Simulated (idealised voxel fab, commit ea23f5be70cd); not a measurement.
process module | voxel transistor to metal
cross-section cut | 295 nm wide | cells 5 nm
A cross-section is a grid of square cells, given in bands from the top down. A band is one or more rows of cells.
Each band's line starts with the height of the band's top and of its bottom, in nm. Then come its materials from left to right, each with its width in nm. One material with "throughout" fills the band from edge to edge. "air" is empty space.
Height 0 is the level under which the wafer as received is all one material. The lowest band goes on downwards, as in "0 down".
A width such as "30 to 40" changes by the same amount from each row of cells to the next, from the band's top row to its bottom row.
"no change" after a step means that no cell of the cross-section changed.
closed voids: empty space of 8 cells or more with no open way to the top, each as width x height at its distance from the left edge, in nm
after a step's settings: what the simulator itself notes on the step
overlay nm, on a step with a mask: how far to the right of its planned place the mask lay; to the left if negative
plan
1 op RECEIVE | material Si
2 op CONFORMAL_DEP | material SiO2 | thk nm 5
3 op CONFORMAL_DEP | material SiN | thk nm 15
4 op PATTERN | tone cover | mask id ACTIVE | material resist | width nm 110 | pitch nm 140 | thk nm 20 | overlay nm 0
5 op DIRECTIONAL_ETCH | etch materials SiN | depth nm 5
6 op DIRECTIONAL_ETCH | etch materials SiO2 | depth nm 5
7 op DIRECTIONAL_ETCH | etch materials Si | depth nm 35
8 op STRIP | etch materials resist
9 op OXIDIZE | depth nm 5
10 op FILL_DEP | material SiO2 | thk nm 15
11 op CMP | height nm 20
12 op SELECTIVE_ETCH | etch materials SiO2 | depth nm 10
13 op STRIP | etch materials SiN
14 op SELECTIVE_ETCH | etch materials SiO2 | depth nm 5
15 op OXIDIZE | depth nm 5
16 op DIRECTIONAL_DEP | material polySi | thk nm 30
17 op DIRECTIONAL_DEP | material SiCN | thk nm 15
18 op MASKED_ETCH | tone cover | mask id GATE | width nm 20 | pitch nm 140 | etch materials SiCN | depth nm 25 | overlay nm 0
19 op MASKED_ETCH | tone cover | mask id GATE | width nm 20 | pitch nm 140 | etch materials polySi | depth nm 40 | overlay nm 0
20 op CONFORMAL_DEP | material SiO2 | thk nm 5
21 op DIRECTIONAL_ETCH | etch materials SiO2 | depth nm 5
22 op CONFORMAL_DEP | material SiN | thk nm 5
23 op DIRECTIONAL_ETCH | etch materials SiN | depth nm 5
24 op DIRECTIONAL_ETCH | etch materials SiO2 | depth nm 5
25 op EPI | material nSi | thk nm 5
26 op FILL_DEP | material SiO2 | thk nm 5
27 op CMP | height nm 45
28 op DIRECTIONAL_DEP | material SiO2 | thk nm 15
29 op PATTERN | tone open | mask id CONTACT | material resist | width nm 35 | thk nm 15 | overlay nm 0
30 op DIRECTIONAL_ETCH | etch materials SiO2 | depth nm 60
31 op STRIP | etch materials resist
32 op CONFORMAL_DEP | material TiN | thk nm 5
33 op FILL_DEP | material Ru | thk nm 5
34 op CMP | height nm 60
35 op DIRECTIONAL_DEP | material TiN | thk nm 5
36 op DIRECTIONAL_DEP | material Ru | thk nm 15
37 op MASKED_ETCH | tone cover | mask id METAL_1 | width nm 20 | etch materials Ru | depth nm 15 | overlay nm 0
38 op MASKED_ETCH | tone cover | mask id METAL_1 | width nm 20 | etch materials TiN | depth nm 5 | overlay nm 0
39 op FILL_DEP | material SiO2 | thk nm 5
40 op CMP | height nm 80
41 op CONFORMAL_DEP | material SiCN | thk nm 5
42 op DIRECTIONAL_DEP | material lowk | thk nm 30
43 op DIRECTIONAL_DEP | material aC | thk nm 10
44 op PATTERN | tone open | mask id METAL_2 | material resist | width nm 20 | pitch nm 140 | thk nm 30 | overlay nm 0
45 op DIRECTIONAL_ETCH | etch materials aC | depth nm 10
46 op STRIP | etch materials resist
47 op DIRECTIONAL_ETCH | etch materials lowk | depth nm 15
48 op STRIP | etch materials aC
49 op PATTERN | tone open | mask id METAL_2_HOLES | material resist | width nm 15 | pitch nm 140 | thk nm 15 | overlay nm 0
50 op DIRECTIONAL_ETCH | etch materials lowk | depth nm 15
51 op DIRECTIONAL_ETCH | etch materials SiCN | depth nm 5
52 op STRIP | etch materials resist
53 op CONFORMAL_DEP | material TiN | thk nm 5
54 op FILL_DEP | material Ru | thk nm 10
55 op CMP | height nm 115
56 op CONFORMAL_DEP | material SiN | thk nm 5
varied across the wafers: depth nm of step 5. The plan shows the first wafer's value. All wafers start alike
first wafer as received, after step 1
  0 down: Si throughout
  closed voids: none
first wafer at the end, after step 56
  120 to 115: SiN throughout
  115 to 105: lowk 25 | TiN 5 | Ru 10 | TiN 5 | lowk 120 | TiN 5 | Ru 10 | TiN 5 | lowk 110
  105 to 100: lowk 25 | TiN 5 | Ru 5 | TiN 10 | lowk 120 | TiN 5 | Ru 5 | TiN 10 | lowk 110
  100 to 85: lowk 25 | TiN 5 | Ru 5 | TiN 5 | lowk 125 | TiN 5 | Ru 5 | TiN 5 | lowk 115
  85 to 80: SiCN 25 | TiN 15 | SiCN 125 | TiN 15 | SiCN 115
  80 to 65: SiO2 25 | Ru 20 | SiO2 60 | Ru 20 | SiO2 40 | Ru 20 | SiO2 60 | Ru 20 | SiO2 30
  65 to 60: SiO2 25 | TiN 20 | SiO2 60 | TiN 20 | SiO2 40 | TiN 20 | SiO2 60 | TiN 20 | SiO2 30
  60 to 50: SiO2 25 | TiN 5 | Ru 25 | TiN 5 | SiO2 30 | TiN 5 | Ru 25 | TiN 5 | SiO2 40 | TiN 5 | Ru 25 | TiN 5 | SiO2 30 | TiN 5 | Ru 25 | TiN 5 | SiO2 30
  50 to 45: SiO2 25 | TiN 5 | Ru 20 | TiN 10 | SiO2 30 | TiN 10 | Ru 20 | TiN 5 | SiO2 40 | TiN 5 | Ru 20 | TiN 10 | SiO2 30 | TiN 10 | Ru 20 | TiN 5 | SiO2 30
  45 to 30: SiO2 25 | TiN 5 | Ru 20 | TiN 5 | SiN 5 | SiO2 5 | SiCN 20 | SiO2 5 | SiN 5 | TiN 5 | Ru 20 | TiN 5 | SiO2 40 | TiN 5 | Ru 20 | TiN 5 | SiN 5 | SiO2 5 | SiCN 20 | SiO2 5 | SiN 5 | TiN 5 | Ru 20 | TiN 5 | SiO2 30
  30 to 5: SiO2 25 | TiN 5 | Ru 20 | TiN 5 | SiN 5 | SiO2 5 | polySi 20 | SiO2 5 | SiN 5 | TiN 5 | Ru 20 | TiN 5 | SiO2 40 | TiN 5 | Ru 20 | TiN 5 | SiN 5 | SiO2 5 | polySi 20 | SiO2 5 | SiN 5 | TiN 5 | Ru 20 | TiN 5 | SiO2 30
  5 to 0: SiO2 25 | TiN 30 | SiN 5 | SiO2 5 | polySi 20 | SiO2 5 | SiN 5 | TiN 30 | SiO2 40 | TiN 30 | SiN 5 | SiO2 5 | polySi 20 | SiO2 5 | SiN 5 | TiN 30 | SiO2 30
  0 to -5: nSi 55 | SiO2 40 | nSi 100 | SiO2 40 | nSi 60
  -5 down: Si throughout
  closed voids: none
last wafer at the end
  120 to 115: SiN throughout
  115 to 105: lowk 25 | TiN 5 | Ru 10 | TiN 5 | lowk 120 | TiN 5 | Ru 10 | TiN 5 | lowk 110
  105 to 100: lowk 25 | TiN 5 | Ru 5 | TiN 10 | lowk 120 | TiN 5 | Ru 5 | TiN 10 | lowk 110
  100 to 85: lowk 25 | TiN 5 | Ru 5 | TiN 5 | lowk 125 | TiN 5 | Ru 5 | TiN 5 | lowk 115
  85 to 80: SiCN 25 | TiN 15 | SiCN 125 | TiN 15 | SiCN 115
  80 to 65: SiO2 25 | Ru 20 | SiO2 60 | Ru 20 | SiO2 40 | Ru 20 | SiO2 60 | Ru 20 | SiO2 30
  65 to 60: SiO2 25 | TiN 20 | SiO2 60 | TiN 20 | SiO2 40 | TiN 20 | SiO2 60 | TiN 20 | SiO2 30
  60 to 50: SiO2 25 | TiN 5 | Ru 25 | TiN 5 | SiO2 30 | TiN 5 | Ru 25 | TiN 5 | SiO2 40 | TiN 5 | Ru 25 | TiN 5 | SiO2 30 | TiN 5 | Ru 25 | TiN 5 | SiO2 30
  50 to 45: SiO2 25 | TiN 5 | Ru 20 | TiN 10 | SiO2 30 | TiN 10 | Ru 20 | TiN 5 | SiO2 40 | TiN 5 | Ru 20 | TiN 10 | SiO2 30 | TiN 10 | Ru 20 | TiN 5 | SiO2 30
  45 to 30: SiO2 25 | TiN 5 | Ru 20 | TiN 5 | SiN 5 | SiO2 5 | SiCN 20 | SiO2 5 | SiN 5 | TiN 5 | Ru 20 | TiN 5 | SiO2 40 | TiN 5 | Ru 20 | TiN 5 | SiN 5 | SiO2 5 | SiCN 20 | SiO2 5 | SiN 5 | TiN 5 | Ru 20 | TiN 5 | SiO2 30
  30 to 5: SiO2 25 | TiN 5 | Ru 20 | TiN 5 | SiN 5 | SiO2 5 | polySi 20 | SiO2 5 | SiN 5 | TiN 5 | Ru 20 | TiN 5 | SiO2 40 | TiN 5 | Ru 20 | TiN 5 | SiN 5 | SiO2 5 | polySi 20 | SiO2 5 | SiN 5 | TiN 5 | Ru 20 | TiN 5 | SiO2 30
  5 to 0: SiO2 20 | SiN 5 | TiN 30 | SiN 5 | SiO2 5 | polySi 20 | SiO2 5 | SiN 5 | TiN 30 | SiN 5 | SiO2 30 | SiN 5 | TiN 30 | SiN 5 | SiO2 5 | polySi 20 | SiO2 5 | SiN 5 | TiN 30 | SiN 5 | SiO2 25
  0 to -5: SiO2 25 | nSi 30 | SiO2 40 | nSi 30 | SiO2 40 | nSi 30 | SiO2 40 | nSi 30 | SiO2 30
  -5 to -40: SiO2 25 | Si 100 | SiO2 40 | Si 100 | SiO2 30
  -40 down: Si throughout
  closed voids: none
each wafer at the end: cells of each material gained (+) or lost (-) since it was received, then its closed voids
depth nm 5 | +248 Ru | -59 Si | +77 SiCN | +95 SiN | +488 SiO2 | +164 TiN | +312 lowk | +43 nSi | +48 polySi | closed voids: none
depth nm 10 | +248 Ru | -59 Si | +77 SiCN | +95 SiN | +488 SiO2 | +164 TiN | +312 lowk | +43 nSi | +48 polySi | closed voids: none
depth nm 15 | +248 Ru | -192 Si | +77 SiCN | +99 SiN | +636 SiO2 | +164 TiN | +312 lowk | +24 nSi | +48 polySi | closed voids: none
depth nm 20 | +248 Ru | -192 Si | +77 SiCN | +99 SiN | +636 SiO2 | +164 TiN | +312 lowk | +24 nSi | +48 polySi | closed voids: none
depth nm 25 | +248 Ru | -192 Si | +77 SiCN | +99 SiN | +636 SiO2 | +164 TiN | +312 lowk | +24 nSi | +48 polySi | closed voids: none
depth nm 30 | +248 Ru | -192 Si | +77 SiCN | +99 SiN | +636 SiO2 | +164 TiN | +312 lowk | +24 nSi | +48 polySi | closed voids: none
